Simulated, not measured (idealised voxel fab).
The following is a process module called voxel self aligned contacts.
Cross-section cut: width 215 nm, square cells of 5 nm.
Just so we're on the same page, the cross-sections are grids of square cells, and they're listed out in bands top to bottom, each band one or more rows deep. In this notation a band is specified by the heights of its top and bottom, in that order and in nm, after which its materials appear from left to right, each paired with its width in nm. The word "edge to edge" attached to a single material means that material fills the band from edge to edge; the word "empty" stands for empty space. Ref level 0: as-received wafer is one material below here. Bottom band extends down with no lower bound ("z 0 and below"). So if you see something like "30..40" for the width, read it as the top row of the band sitting at the first number and the bottom row at the second, with every row in between moving by the same amount as the last. "nothing different", as given for a step, is the statement that not any cell of the cross-section underwent a change during that step. Under "Enclosed void listing" you'll find the enclosed gaps, the ones with no way out to the top, that are 8 cells or bigger; each reads width x height at distance, with distance counted from the left edge, everything in nm. Formally, on a step line, whatever follows the settings is a remark that the simulator itself makes on the step. Regarding "overlay nm": on a step with a mask, it is the distance the mask lay to the right of its planned place; a negative value places it to the left. Below you will find pairs of cross-sections. In each, one shows the wafer before one process step and the other after it, with the after view ending at the lowest band that changed. Under each pair is the step separating them, along with its settings. Do not assume the pairs form a chain: they can come from different runs of this module on the same starting wafer, and a pair continues from the pair above it only when its "Prior state" entry says so.

[Prior state]
> z 60 to 55 | SiO2=85  TiN=20  W=5  TiN=20  SiO2=85
> z 55 to 40 | SiO2=55  SiN=45  TiN=5  W=5  TiN=5  SiN=45  SiO2=55
> z 40 to 15 | SiO2=55  SiN=5  polySi=35  SiN=5  TiN=5  W=5  TiN=5  SiN=5  polySi=35  SiN=5  SiO2=55
> z 15 to 10 | SiO2=55  SiN=5  polySi=35  SiN=5  TiN=15  SiN=5  polySi=35  SiN=5  SiO2=55
> z 10 to 5 | polySi edge to edge
> z 5 to 0 | SiO2 edge to edge
> z 0 and below | Si edge to edge
> Enclosed void listing: none

[Post-Step Appearance]
> z 65 to 60 | SiN edge to edge
> Rest of section, below 60: as before.
> Enclosed void listing: none
Which operation links the two cross-sections above? CONFORMAL_DEP: material SiN, thk nm 5

[Prior state]
> z 60 to 50 | SiO2 edge to edge
> z 50 to 35 | SiO2=55  SiN=45  SiO2=15  SiN=45  SiO2=55
> z 35 to 5 | SiO2=55  SiN=5  polySi=35  SiN=5  SiO2=15  SiN=5  polySi=35  SiN=5  SiO2=55
> z 5 to 0 | SiO2 edge to edge
> z 0 and below | Si edge to edge
> Enclosed void listing: none

[Post-Step Appearance]
> z 80 to 60 | resist=80  empty=55  resist=80
> Rest of section, below 60: as before.
> Enclosed void listing: none
Which operation links the two cross-sections above? PATTERN: tone open, mask id CONTACT, material resist, width nm 55, thk nm 20, overlay nm 0

Prior state: per the after cross-section of the pair just above.

[Post-Step Appearance]
> z 80 to 60 | resist=80  empty=55  resist=80
> z 60 to 50 | SiO2=80  empty=55  SiO2=80
> z 50 to 35 | SiO2=55  SiN=45  empty=15  SiN=45  SiO2=55
> z 35 to 5 | SiO2=55  SiN=5  polySi=35  SiN=5  empty=15  SiN=5  polySi=35  SiN=5  SiO2=55
> z 5 to 0 | SiO2=100  empty=15  SiO2=100
> Rest of section, below 0: as before.
> Enclosed void listing: none
Which operation links the two cross-sections above? DIRECTIONAL_ETCH: etch materials SiO2, depth nm 60

Prior state: per the after cross-section of the pair just above.

[Post-Step Appearance]
> z 60 to 50 | SiO2=80  empty=55  SiO2=80
> Rest of section, below 50: as before.
> Enclosed void listing: none
Which operation links the two cross-sections above? STRIP: etch materials resist

Prior state: per the after cross-section of the pair just above.

[Post-Step Appearance]
> z 65 to 60 | TiN=85  empty=45  TiN=85
> z 60 to 50 | SiO2=80  TiN=5..25  empty=45..5  TiN=5..25  SiO2=80
> z 50 to 35 | SiO2=55  SiN=45  TiN=5  empty=5  TiN=5  SiN=45  SiO2=55
> z 35 to 5 | SiO2=55  SiN=5  polySi=35  SiN=5  TiN=5  empty=5  TiN=5  SiN=5  polySi=35  SiN=5  SiO2=55
> z 5 to 0 | SiO2=100  TiN=15  SiO2=100
> Rest of section, below 0: as before.
> Enclosed void listing: none
Which operation links the two cross-sections above? CONFORMAL_DEP: material TiN, thk nm 5

Prior state: per the after cross-section of the pair just above.

[Post-Step Appearance]
> z 70 to 65 | W edge to edge
> z 65 to 60 | TiN=85  W=45  TiN=85
> z 60 to 50 | SiO2=80  TiN=5..25  W=45..5  TiN=5..25  SiO2=80
> z 50 to 35 | SiO2=55  SiN=45  TiN=5  W=5  TiN=5  SiN=45  SiO2=55
> z 35 to 5 | SiO2=55  SiN=5  polySi=35  SiN=5  TiN=5  W=5  TiN=5  SiN=5  polySi=35  SiN=5  SiO2=55
> Rest of section, below 5: as before.
> Enclosed void listing: none
Which operation links the two cross-sections above? FILL_DEP: material W, thk nm 5

Prior state: per the after cross-section of the pair just above.

[Post-Step Appearance]
> z 60 to 50 | SiO2=80  TiN=5..25  W=45..5  TiN=5..25  SiO2=80
> Rest of section, below 50: as before.
> Enclosed void listing: none
Which operation links the two cross-sections above? CMP: height nm 60

Prior state: per the after cross-section of the pair just above.

[Post-Step Appearance]
> z 65 to 60 | SiN edge to edge
> Rest of section, below 60: as before.
> Enclosed void listing: none
Which operation links the two cross-sections above? CONFORMAL_DEP: material SiN, thk nm 5

[Prior state]
> z 65 to 50 | aC edge to edge
> z 50 to 35 | SiN edge to edge
> z 35 to 5 | polySi edge to edge
> z 5 to 0 | SiO2 edge to edge
> z 0 and below | Si edge to edge
> Enclosed void listing: none

[Post-Step Appearance]
> z 95 to 65 | empty=65  resist=35  empty=25  resist=35  empty=55
> Rest of section, below 65: as before.
> Enclosed void listing: none
Which operation links the two cross-sections above? PATTERN: tone cover, mask id GATE, material resist, width nm 35, pitch nm 60, thk nm 30, overlay nm 5

Prior state: per the after cross-section of the pair just above.

[Post-Step Appearance]
> z 80 to 65 | empty=65  resist=35  empty=25  resist=35  empty=55
> z 65 to 50 | empty=65  aC=35  empty=25  aC=35  empty=55
> Rest of section, below 50: as before.
> Enclosed void listing: none
Which operation links the two cross-sections above? DIRECTIONAL_ETCH: etch materials aC, depth nm 15

Prior state: per the after cross-section of the pair just above.

[Post-Step Appearance]
> z 65 to 50 | empty=65  aC=35  empty=25  aC=35  empty=55
> Rest of section, below 50: as before.
> Enclosed void listing: none
Which operation links the two cross-sections above? STRIP: etch materials resist

Prior state: per the after cross-section of the pair just above.

[Post-Step Appearance]
> z 65 to 50 | empty=65  aC=35  empty=25  aC=35  empty=55
> z 50 to 35 | empty=65  SiN=35  empty=25  SiN=35  empty=55
> Rest of section, below 35: as before.
> Enclosed void listing: none
Which operation links the two cross-sections above? DIRECTIONAL_ETCH: etch materials SiN, depth nm 15

Prior state: per the after cross-section of the pair just above.

[Post-Step Appearance]
> z 65 to 50 | empty=65  aC=35  empty=25  aC=35  empty=55
> z 50 to 35 | empty=65  SiN=35  empty=25  SiN=35  empty=55
> z 35 to 5 | empty=65  polySi=35  empty=25  polySi=35  empty=55
> Rest of section, below 5: as before.
> Enclosed void listing: none
Which operation links the two cross-sections above? DIRECTIONAL_ETCH: etch materials polySi, depth nm 30

Prior state: per the after cross-section of the pair just above.

[Post-Step Appearance]
> z 50 to 35 | empty=65  SiN=35  empty=25  SiN=35  empty=55
> Rest of section, below 35: as before.
> Enclosed void listing: none
Which operation links the two cross-sections above? STRIP: etch materials aC

Prior state: per the after cross-section of the pair just above.

[Post-Step Appearance]
> z 55 to 35 | empty=60  SiN=45  empty=15  SiN=45  empty=50
> z 35 to 10 | empty=60  SiN=5  polySi=35  SiN=5  empty=15  SiN=5  polySi=35  SiN=5  empty=50
> z 10 to 5 | SiN=65  polySi=35  SiN=25  polySi=35  SiN=55
> Rest of section, below 5: as before.
> Enclosed void listing: none
Which operation links the two cross-sections above? CONFORMAL_DEP: material SiN, thk nm 5

Prior state: per the after cross-section of the pair just above.

[Post-Step Appearance]
> z 50 to 35 | empty=60  SiN=45  empty=15  SiN=45  empty=50
> z 35 to 5 | empty=60  SiN=5  polySi=35  SiN=5  empty=15  SiN=5  polySi=35  SiN=5  empty=50
> Rest of section, below 5: as before.
> Enclosed void listing: none
Which operation links the two cross-sections above? DIRECTIONAL_ETCH: etch materials SiN, depth nm 5

Prior state: per the after cross-section of the pair just above.

[Post-Step Appearance]
> z 70 to 50 | SiO2 edge to edge
> z 50 to 35 | SiO2=60  SiN=45  SiO2=15  SiN=45  SiO2=50
> z 35 to 5 | SiO2=60  SiN=5  polySi=35  SiN=5  SiO2=15  SiN=5  polySi=35  SiN=5  SiO2=50
> Rest of section, below 5: as before.
> Enclosed void listing: none
Which operation links the two cross-sections above? FILL_DEP: material SiO2, thk nm 20

Prior state: per the after cross-section of the pair just above.

[Post-Step Appearance]
> z 60 to 50 | SiO2 edge to edge
> Rest of section, below 50: as before.
> Enclosed void listing: none
Which operation links the two cross-sections above? CMP: height nm 60

Prior state: per the after cross-section of the pair just above.

[Post-Step Appearance]
> z 80 to 60 | resist=85  empty=45  resist=85
> Rest of section, below 60: as before.
> Enclosed void listing: none
Which operation links the two cross-sections above? PATTERN: tone open, mask id CONTACT, material resist, width nm 45, thk nm 20, overlay nm 0

Prior state: per the after cross-section of the pair just above.

[Post-Step Appearance]
> z 80 to 60 | resist=85  empty=45  resist=85
> z 60 to 50 | SiO2=85  empty=45  SiO2=85
> z 50 to 35 | SiO2=60  SiN=45  empty=15  SiN=45  SiO2=50
> z 35 to 5 | SiO2=60  SiN=5  polySi=35  SiN=5  empty=15  SiN=5  polySi=35  SiN=5  SiO2=50
> z 5 to 0 | SiO2=105  empty=15  SiO2=95
> Rest of section, below 0: as before.
> Enclosed void listing: none
Which operation links the two cross-sections above? DIRECTIONAL_ETCH: etch materials SiO2, depth nm 60

Prior state: per the after cross-section of the pair just above.

[Post-Step Appearance]
> z 60 to 50 | SiO2=85  empty=45  SiO2=85
> Rest of section, below 50: as before.
> Enclosed void listing: none
Which operation links the two cross-sections above? STRIP: etch materials resist

Prior state: per the after cross-section of the pair just above.

[Post-Step Appearance]
> z 65 to 60 | TiN=90  empty=35  TiN=90
> z 60 to 50 | SiO2=85  TiN=5..25  empty=35..5  TiN=5..15  SiO2=85
> z 50 to 35 | SiO2=60  SiN=45  TiN=5  empty=5  TiN=5  SiN=45  SiO2=50
> z 35 to 5 | SiO2=60  SiN=5  polySi=35  SiN=5  TiN=5  empty=5  TiN=5  SiN=5  polySi=35  SiN=5  SiO2=50
> z 5 to 0 | SiO2=105  TiN=15  SiO2=95
> Rest of section, below 0: as before.
> Enclosed void listing: none
Which operation links the two cross-sections above? CONFORMAL_DEP: material TiN, thk nm 5

Prior state: per the after cross-section of the pair just above.

[Post-Step Appearance]
> z 70 to 65 | W edge to edge
> z 65 to 60 | TiN=90  W=35  TiN=90
> z 60 to 50 | SiO2=85  TiN=5..25  W=35..5  TiN=5..15  SiO2=85
> z 50 to 35 | SiO2=60  SiN=45  TiN=5  W=5  TiN=5  SiN=45  SiO2=50
> z 35 to 5 | SiO2=60  SiN=5  polySi=35  SiN=5  TiN=5  W=5  TiN=5  SiN=5  polySi=35  SiN=5  SiO2=50
> Rest of section, below 5: as before.
> Enclosed void listing: none
Which operation links the two cross-sections above? FILL_DEP: material W, thk nm 5

Prior state: per the after cross-section of the pair just above.

[Post-Step Appearance]
> z 60 to 50 | SiO2=85  TiN=5..25  W=35..5  TiN=5..15  SiO2=85
> Rest of section, below 50: as before.
> Enclosed void listing: none
Which operation links the two cross-sections above? CMP: height nm 60

Prior state: per the after cross-section of the pair just above.

[Post-Step Appearance]
> z 65 to 60 | SiN edge to edge
> Rest of section, below 60: as before.
> Enclosed void listing: none
Which operation links the two cross-sections above? CONFORMAL_DEP: material SiN, thk nm 5

[Prior state]
> z 35 to 5 | polySi edge to edge
> z 5 to 0 | SiO2 edge to edge
> z 0 and below | Si edge to edge
> Enclosed void listing: none

[Post-Step Appearance]
> z 50 to 35 | TiN edge to edge
> Rest of section, below 35: as before.
> Enclosed void listing: none
Which operation links the two cross-sections above? DIRECTIONAL_DEP: material TiN, thk nm 15

Prior state: per the after cross-section of the pair just above.

[Post-Step Appearance]
> z 65 to 50 | aC edge to edge
> Rest of section, below 50: as before.
> Enclosed void listing: none
Which operation links the two cross-sections above? DIRECTIONAL_DEP: material aC, thk nm 15

Prior state: per the after cross-section of the pair just above.

[Post-Step Appearance]
> z 95 to 65 | empty=60  resist=35  empty=25  resist=35  empty=60
> Rest of section, below 65: as before.
> Enclosed void listing: none
Which operation links the two cross-sections above? PATTERN: tone cover, mask id GATE, material resist, width nm 35, pitch nm 60, thk nm 30, overlay nm 0

Prior state: per the after cross-section of the pair just above.

[Post-Step Appearance]
> z 80 to 65 | empty=60  resist=35  empty=25  resist=35  empty=60
> z 65 to 50 | empty=60  aC=35  empty=25  aC=35  empty=60
> Rest of section, below 50: as before.
> Enclosed void listing: none
Which operation links the two cross-sections above? DIRECTIONAL_ETCH: etch materials aC, depth nm 15

Prior state: per the after cross-section of the pair just above.

[Post-Step Appearance]
> z 65 to 50 | empty=60  aC=35  empty=25  aC=35  empty=60
> Rest of section, below 50: as before.
> Enclosed void listing: none
Which operation links the two cross-sections above? STRIP: etch materials resist

Prior state: per the after cross-section of the pair just above.

[Post-Step Appearance]
> z 50 to 35 | TiN edge to edge
> Rest of section, below 35: as before.
> Enclosed void listing: none
Which operation links the two cross-sections above? STRIP: etch materials aC

Prior state: per the after cross-section of the pair just above.

[Post-Step Appearance]
> z 55 to 50 | SiN edge to edge
> Rest of section, below 50: as before.
> Enclosed void listing: none
Which operation links the two cross-sections above? CONFORMAL_DEP: material SiN, thk nm 5

Prior state: per the after cross-section of the pair just above.

[Post-Step Appearance]
> z 50 to 35 | TiN edge to edge
> Rest of section, below 35: as before.
> Enclosed void listing: none
Which operation links the two cross-sections above? DIRECTIONAL_ETCH: etch materials SiN, depth nm 5

Prior state: per the after cross-section of the pair just above.

[Post-Step Appearance]
> z 70 to 50 | SiO2 edge to edge
> Rest of section, below 50: as before.
> Enclosed void listing: none
Which operation links the two cross-sections above? FILL_DEP: material SiO2, thk nm 20

Prior state: per the after cross-section of the pair just above.

[Post-Step Appearance]
> z 60 to 50 | SiO2 edge to edge
> Rest of section, below 50: as before.
> Enclosed void listing: none
Which operation links the two cross-sections above? CMP: height nm 60

Prior state: per the after cross-section of the pair just above.

[Post-Step Appearance]
> z 80 to 60 | resist=85  empty=45  resist=85
> Rest of section, below 60: as before.
> Enclosed void listing: none
Which operation links the two cross-sections above? PATTERN: tone open, mask id CONTACT, material resist, width nm 45, thk nm 20, overlay nm 0

Prior state: per the after cross-section of the pair just above.

[Post-Step Appearance]
> z 80 to 60 | resist=85  empty=45  resist=85
> z 60 to 50 | SiO2=85  empty=45  SiO2=85
> Rest of section, below 50: as before.
> Enclosed void listing: none
Which operation links the two cross-sections above? DIRECTIONAL_ETCH: etch materials SiO2, depth nm 60

Prior state: per the after cross-section of the pair just above.

[Post-Step Appearance]
> z 60 to 50 | SiO2=85  empty=45  SiO2=85
> Rest of section, below 50: as before.
> Enclosed void listing: none
Which operation links the two cross-sections above? STRIP: etch materials resist

Prior state: per the after cross-section of the pair just above.

[Post-Step Appearance]
> z 65 to 60 | TiN=90  empty=35  TiN=90
> z 60 to 55 | SiO2=85  TiN=5  empty=35  TiN=5  SiO2=85
> z 55 to 50 | SiO2=85  TiN=45  SiO2=85
> Rest of section, below 50: as before.
> Enclosed void listing: none
Which operation links the two cross-sections above? CONFORMAL_DEP: material TiN, thk nm 5

Prior state: per the after cross-section of the pair just above.

[Post-Step Appearance]
> z 70 to 65 | W edge to edge
> z 65 to 60 | TiN=90  W=35  TiN=90
> z 60 to 55 | SiO2=85  TiN=5  W=35  TiN=5  SiO2=85
> Rest of section, below 55: as before.
> Enclosed void listing: none
Which operation links the two cross-sections above? FILL_DEP: material W, thk nm 5

Prior state: per the after cross-section of the pair just above.

[Post-Step Appearance]
> z 60 to 55 | SiO2=85  TiN=5  W=35  TiN=5  SiO2=85
> Rest of section, below 55: as before.
> Enclosed void listing: none
Which operation links the two cross-sections above? CMP: height nm 60

Prior state: per the after cross-section of the pair just above.

[Post-Step Appearance]
> z 65 to 60 | SiN edge to edge
> Rest of section, below 60: as before.
> Enclosed void listing: none
Which operation links the two cross-sections above? CONFORMAL_DEP: material SiN, thk nm 5

[Prior state]
> z 65 to 50 | aC edge to edge
> z 50 to 35 | SiN edge to edge
> z 35 to 5 | polySi edge to edge
> z 5 to 0 | SiO2 edge to edge
> z 0 and below | Si edge to edge
> Enclosed void listing: none

[Post-Step Appearance]
> z 95 to 65 | resist=60  empty=35  resist=25  empty=35  resist=60
> Rest of section, below 65: as before.
> Enclosed void listing: none
Which operation links the two cross-sections above? PATTERN: tone open, mask id GATE, material resist, width nm 35, pitch nm 60, thk nm 30, overlay nm 0

Prior state: per the after cross-section of the pair just above.

[Post-Step Appearance]
> z 80 to 65 | resist=60  empty=35  resist=25  empty=35  resist=60
> z 65 to 50 | aC=60  empty=35  aC=25  empty=35  aC=60
> Rest of section, below 50: as before.
> Enclosed void listing: none
Which operation links the two cross-sections above? DIRECTIONAL_ETCH: etch materials aC, depth nm 15

Prior state: per the after cross-section of the pair just above.

[Post-Step Appearance]
> z 65 to 50 | aC=60  empty=35  aC=25  empty=35  aC=60
> Rest of section, below 50: as before.
> Enclosed void listing: none
Which operation links the two cross-sections above? STRIP: etch materials resist

Prior state: per the after cross-section of the pair just above.

[Post-Step Appearance]
> z 65 to 50 | aC=60  empty=35  aC=25  empty=35  aC=60
> z 50 to 35 | SiN=60  empty=35  SiN=25  empty=35  SiN=60
> Rest of section, below 35: as before.
> Enclosed void listing: none
Which operation links the two cross-sections above? DIRECTIONAL_ETCH: etch materials SiN, depth nm 15

Prior state: per the after cross-section of the pair just above.

[Post-Step Appearance]
> z 65 to 50 | aC=60  empty=35  aC=25  empty=35  aC=60
> z 50 to 35 | SiN=60  empty=35  SiN=25  empty=35  SiN=60
> z 35 to 5 | polySi=60  empty=35  polySi=25  empty=35  polySi=60
> Rest of section, below 5: as before.
> Enclosed void listing: none
Which operation links the two cross-sections above? DIRECTIONAL_ETCH: etch materials polySi, depth nm 30

Prior state: per the after cross-section of the pair just above.

[Post-Step Appearance]
> z 50 to 35 | SiN=60  empty=35  SiN=25  empty=35  SiN=60
> Rest of section, below 35: as before.
> Enclosed void listing: none
Which operation links the two cross-sections above? STRIP: etch materials aC

Prior state: per the after cross-section of the pair just above.

[Post-Step Appearance]
> z 55 to 35 | SiN=65  empty=25  SiN=35  empty=25  SiN=65
> z 35 to 10 | polySi=60  SiN=5  empty=25  SiN=5  polySi=25  SiN=5  empty=25  SiN=5  polySi=60
> z 10 to 5 | polySi=60  SiN=35  polySi=25  SiN=35  polySi=60
> Rest of section, below 5: as before.
> Enclosed void listing: none
Which operation links the two cross-sections above? CONFORMAL_DEP: material SiN, thk nm 5

Prior state: per the after cross-section of the pair just above.

[Post-Step Appearance]
> z 50 to 35 | SiN=65  empty=25  SiN=35  empty=25  SiN=65
> z 35 to 5 | polySi=60  SiN=5  empty=25  SiN=5  polySi=25  SiN=5  empty=25  SiN=5  polySi=60
> Rest of section, below 5: as before.
> Enclosed void listing: none
Which operation links the two cross-sections above? DIRECTIONAL_ETCH: etch materials SiN, depth nm 5

Prior state: per the after cross-section of the pair just above.

[Post-Step Appearance]
> z 70 to 50 | SiO2 edge to edge
> z 50 to 35 | SiN=65  SiO2=25  SiN=35  SiO2=25  SiN=65
> z 35 to 5 | polySi=60  SiN=5  SiO2=25  SiN=5  polySi=25  SiN=5  SiO2=25  SiN=5  polySi=60
> Rest of section, below 5: as before.
> Enclosed void listing: none
Which operation links the two cross-sections above? FILL_DEP: material SiO2, thk nm 20

Prior state: per the after cross-section of the pair just above.

[Post-Step Appearance]
> z 60 to 50 | SiO2 edge to edge
> Rest of section, below 50: as before.
> Enclosed void listing: none
Which operation links the two cross-sections above? CMP: height nm 60

Prior state: per the after cross-section of the pair just above.

[Post-Step Appearance]
> z 80 to 60 | resist=85  empty=45  resist=85
> Rest of section, below 60: as before.
> Enclosed void listing: none
Which operation links the two cross-sections above? PATTERN: tone open, mask id CONTACT, material resist, width nm 45, thk nm 20, overlay nm 0

Prior state: per the after cross-section of the pair just above.

[Post-Step Appearance]
> z 80 to 60 | resist=85  empty=45  resist=85
> z 60 to 50 | SiO2=85  empty=45  SiO2=85
> z 50 to 35 | SiN=65  SiO2=20  empty=5  SiN=35  empty=5  SiO2=20  SiN=65
> z 35 to 5 | polySi=60  SiN=5  SiO2=20  empty=5  SiN=5  polySi=25  SiN=5  empty=5  SiO2=20  SiN=5  polySi=60
> z 5 to 0 | SiO2=85  empty=5  SiO2=35  empty=5  SiO2=85
> Rest of section, below 0: as before.
> Enclosed void listing: none
Which operation links the two cross-sections above? DIRECTIONAL_ETCH: etch materials SiO2, depth nm 60

Prior state: per the after cross-section of the pair just above.

[Post-Step Appearance]
> z 60 to 50 | SiO2=85  empty=45  SiO2=85
> Rest of section, below 50: as before.
> Enclosed void listing: none
Which operation links the two cross-sections above? STRIP: etch materials resist

Prior state: per the after cross-section of the pair just above.

[Post-Step Appearance]
> z 65 to 60 | TiN=90  empty=35  TiN=90
> z 60 to 55 | SiO2=85  TiN=5  empty=35  TiN=5  SiO2=85
> z 55 to 50 | SiO2=85  TiN=45  SiO2=85
> z 50 to 35 | SiN=65  SiO2=20  TiN=5  SiN=35  TiN=5  SiO2=20  SiN=65
> z 35 to 5 | polySi=60  SiN=5  SiO2=20  TiN=5  SiN=5  polySi=25  SiN=5  TiN=5  SiO2=20  SiN=5  polySi=60
> z 5 to 0 | SiO2=85  TiN=5  SiO2=35  TiN=5  SiO2=85
> Rest of section, below 0: as before.
> Enclosed void listing: none
Which operation links the two cross-sections above? CONFORMAL_DEP: material TiN, thk nm 5

Prior state: per the after cross-section of the pair just above.

[Post-Step Appearance]
> z 70 to 65 | W edge to edge
> z 65 to 60 | TiN=90  W=35  TiN=90
> z 60 to 55 | SiO2=85  TiN=5  W=35  TiN=5  SiO2=85
> Rest of section, below 55: as before.
> Enclosed void listing: none
Which operation links the two cross-sections above? FILL_DEP: material W, thk nm 5

Prior state: per the after cross-section of the pair just above.

[Post-Step Appearance]
> z 60 to 55 | SiO2=85  TiN=5  W=35  TiN=5  SiO2=85
> Rest of section, below 55: as before.
> Enclosed void listing: none
Which operation links the two cross-sections above? CMP: height nm 60

Prior state: per the after cross-section of the pair just above.

[Post-Step Appearance]
> z 65 to 60 | SiN edge to edge
> Rest of section, below 60: as before.
> Enclosed void listing: none
Which operation links the two cross-sections above? CONFORMAL_DEP: material SiN, thk nm 5
